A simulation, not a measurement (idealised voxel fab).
Herein follows the process module entitled voxel fin reveal.
Displayed cross-section: cut, width of 275 nm, square cells sized 5 nm.
In this document a cross-section is written as a grid of square cells. It is given as a series of bands, listed from the top down, and a band is one or more rows of cells. Basically the band line says how high the top is and how high the bottom is, in nm, and then what's in it from left to right, every material with its width in nm. Empty space shows up as "blank", and if a single material carries "full width" it runs the full band edge to edge. Heights from 0 (as-received wafer is one material below). Bottom band endless downward, as "from 0 down". Think of "30->40" as a width that walks from the first number to the second as you go down the band, top row to bottom row, taking equal-sized steps from row to row. No cell of the cross-section changed in a step that is given as "remains unaltered". You'll see "Enclosed voids" listing empty spaces that have no way open to the top, as long as they're 8 cells or more; the notation is width x height at distance, where the distance is from the left edge, and all of it is in nm. Note: text after step settings on the step line = simulator remark on that step. "overlay nm" denotes, for a step that has a mask, the displacement of the mask to the right of its planned place, with negative values corresponding to the left.

The steps planned for the process are as follows
1) RECEIVE | material Si
2) CONFORMAL_DEP | material SiN | thk nm 5
3) PATTERN | tone cover | mask id FINS | material resist | width nm 15 | pitch nm 35 | thk nm 20 | overlay nm 0
4) DIRECTIONAL_ETCH | etch materials SiN | depth nm 5
5) DIRECTIONAL_ETCH | etch materials Si | depth nm 30
6) STRIP | etch materials resist
7) FILL_DEP | material SiO2 | thk nm 5
8) CMP | height nm 5
9) SELECTIVE_ETCH | etch materials SiO2 | depth nm 15
10) STRIP | etch materials SiN

Step 1 complete: cross-section of the wafer as received
	from 0 down | Si full width
	Enclosed voids: none

Module complete - cross-section of the first of two wafers, run according to plan
	from 0 to -10 | 95 nm blank | 15 nm Si | 20 nm blank | 15 nm Si | 20 nm blank | 15 nm Si | 95 nm blank
	from -10 to -30 | 95 nm SiO2 | 15 nm Si | 20 nm SiO2 | 15 nm Si | 20 nm SiO2 | 15 nm Si | 95 nm SiO2
	from -30 down | Si full width
	Enclosed voids: none

Second wafer of the two, sectioned at the end of the module. It began like the first and followed the same plan, but one mistake was made while running it
	from 0 to -10 | 95 nm Si | 15 nm blank | 20 nm Si | 15 nm blank | 20 nm Si | 15 nm blank | 95 nm Si
	from -10 to -30 | 95 nm Si | 15 nm SiO2 | 20 nm Si | 15 nm SiO2 | 20 nm Si | 15 nm SiO2 | 95 nm Si
	from -30 down | Si full width
	Enclosed voids: none
what went wrong: rather than as planned, step 3 actually ran as PATTERN | tone open | mask id FINS | material resist | width nm 15 | pitch nm 35 | thk nm 20 | overlay nm 0
Wafer comparison, final, in cells, second relative to first, materials more or fewer: Si +222, SiO2 -148
